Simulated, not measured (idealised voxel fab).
process module | voxel fin reveal
It is cross-section cut that appears here, measuring 285 nm in width, its square cells being 5 nm in size.
Cross-section spec: square-cell grid; bands listed top down; each band is one or more rows.
Quick guide to a band line: top height, bottom height (nm) up front; then every material left to right with its width in nm. Only one material and it's marked "throughout"? Then it fills the band edge to edge. And "blank" just means empty space.
Note: height 0 marks the level under which the wafer is uniformly one material as received. Lowest band unbounded below, written "0 nm and below".
Width spec "30->40" -> top row of cells at first value, bottom row at second value, equal per-row change in between.
Where the words "nothing was modified" appear for a step, the cross-section shows no cell changed by that step; every cell remained as before.
For the entry "Closed void register", the listed items are empty spaces with no open way to the top whose size is 8 cells or more; each item follows the pattern width x height at distance, where distance is from the left edge and all three are in nm.
It should be noted that, on the line of a given step, the content following the step's settings is a remark produced by the simulator itself with respect to that step.
Among the settings permitted on a step's line is "overlay nm"; applied to a step with a mask, it specifies the extent to which the mask lay to the right of its planned position, whereas a negative figure signifies a position to the left.

-- plan
1: RECEIVE | material Si
2: CONFORMAL_DEP | material SiN | thk nm 10
3: MASKED_ETCH | tone cover | mask id FINS | width nm 15 | pitch nm 40 | etch materials SiN | depth nm 10 | overlay nm 0
4: MASKED_ETCH | tone cover | mask id FINS | width nm 15 | pitch nm 40 | etch materials Si | depth nm 35 | overlay nm 0
5: FILL_DEP | material SiO2 | thk nm 10
6: CMP | height nm 10
7: SELECTIVE_ETCH | etch materials SiO2 | depth nm 20
8: STRIP | etch materials SiN
9: CONFORMAL_DEP | material SiO2 | thk nm 5
Quick note for whoever runs this: the wafers start identical, but the width nm at step 3 isn't the same across them. The plan just shows what the first wafer had.

-- As-received state after step 1, first of several wafers, cross-section
* 0 nm and below | Si throughout
* Closed void register: none

-- Where each wafer stands at the end of the module, a row apiece: cells of each material gained (+) or lost (-) since it was received, then closed voids
width nm 15 | -336 Si | +309 SiO2 | Closed void register: none
width nm 20 | -315 Si | +294 SiO2 | Closed void register: none
width nm 25 | -294 Si | +279 SiO2 | Closed void register: none
